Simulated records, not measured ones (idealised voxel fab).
Herein follows the process module entitled voxel local oxidation.
Cross-sectional view cut (width: 140 nm; square cell size: 5 nm).
Heads up, the way a cross-section reads in here is a grid of square cells, handed over as bands from the top down, with every band being one or more rows of cells.
Band entry format. Leading values: height of top, height of bottom, nm. Remainder: materials in left-to-right order, each with its width in nm. Special words: "full width" on a single material, which then fills the band edge to edge; "empty", empty space.
Heights from 0 (as-received wafer is one material below). Bottom band endless downward, as "0 -> down".
Graded width ("30 to 40"): value in top row of band = first number; value in bottom row = second number; row-to-row change constant.
Any step labelled "same as before" changed none of the cells in the cross-section.
For the entry "closed voids", the listed items are empty spaces with no open way to the top whose size is 8 cells or more; each item follows the pattern width x height at distance, where distance is from the left edge and all three are in nm.
On each step's line, the part that comes after the settings is the simulator's own comment on the step.
Among the settings permitted on a step's line is "overlay nm"; applied to a step with a mask, it specifies the extent to which the mask lay to the right of its planned position, whereas a negative figure signifies a position to the left.

[Steps planned for the process]
| 1 | RECEIVE,material Si |
| 2 | OXIDIZE,depth nm 5 |
| 3 | CONFORMAL_DEP,material SiN,thk nm 10 |
| 4 | PATTERN,tone cover,mask id ACTIVE,material resist,width nm 95,thk nm 15,overlay nm -5 |
| 5 | DIRECTIONAL_ETCH,etch materials SiN,depth nm 10 |
| 6 | STRIP,etch materials resist |
| 7 | SELECTIVE_ETCH,etch materials SiO2,depth nm 5 |
| 8 | OXIDIZE,depth nm 10 |
| 9 | STRIP,etch materials SiN |
Where the wafers of this document differ is in the overlay nm of step 4; they start out the same, and the plan states the value that applied to the first wafer.

[The first of several wafers, as received after step 1, seen in section]
0 -> down = Si full width
closed voids: none

[Shown in cross-section: the first of several wafers at the end of the module, after its last step, step 9]
0 -> -5 = empty (20) / SiO2 (85) / empty (35)
-5 -> -15 = SiO2 (30) / Si (65) / SiO2 (45)
-15 -> down = Si full width
closed voids: none

[Cross-section, last wafer, module completion]
0 -> -5 = empty (35) / SiO2 (85) / empty (20)
-5 -> -15 = SiO2 (45) / Si (65) / SiO2 (30)
-15 -> down = Si full width
closed voids: none

[Each row below is a wafer at the end of the module, listing for every material the number of cells it has gained (+) or lost (-) since it was received, followed by its closed voids]
overlay nm -5; -58 Si; +47 SiO2; closed voids: none
overlay nm 0; -58 Si; +47 SiO2; closed voids: none
overlay nm 5; -58 Si; +47 SiO2; closed voids: none
overlay nm 10; -58 Si; +47 SiO2; closed voids: none
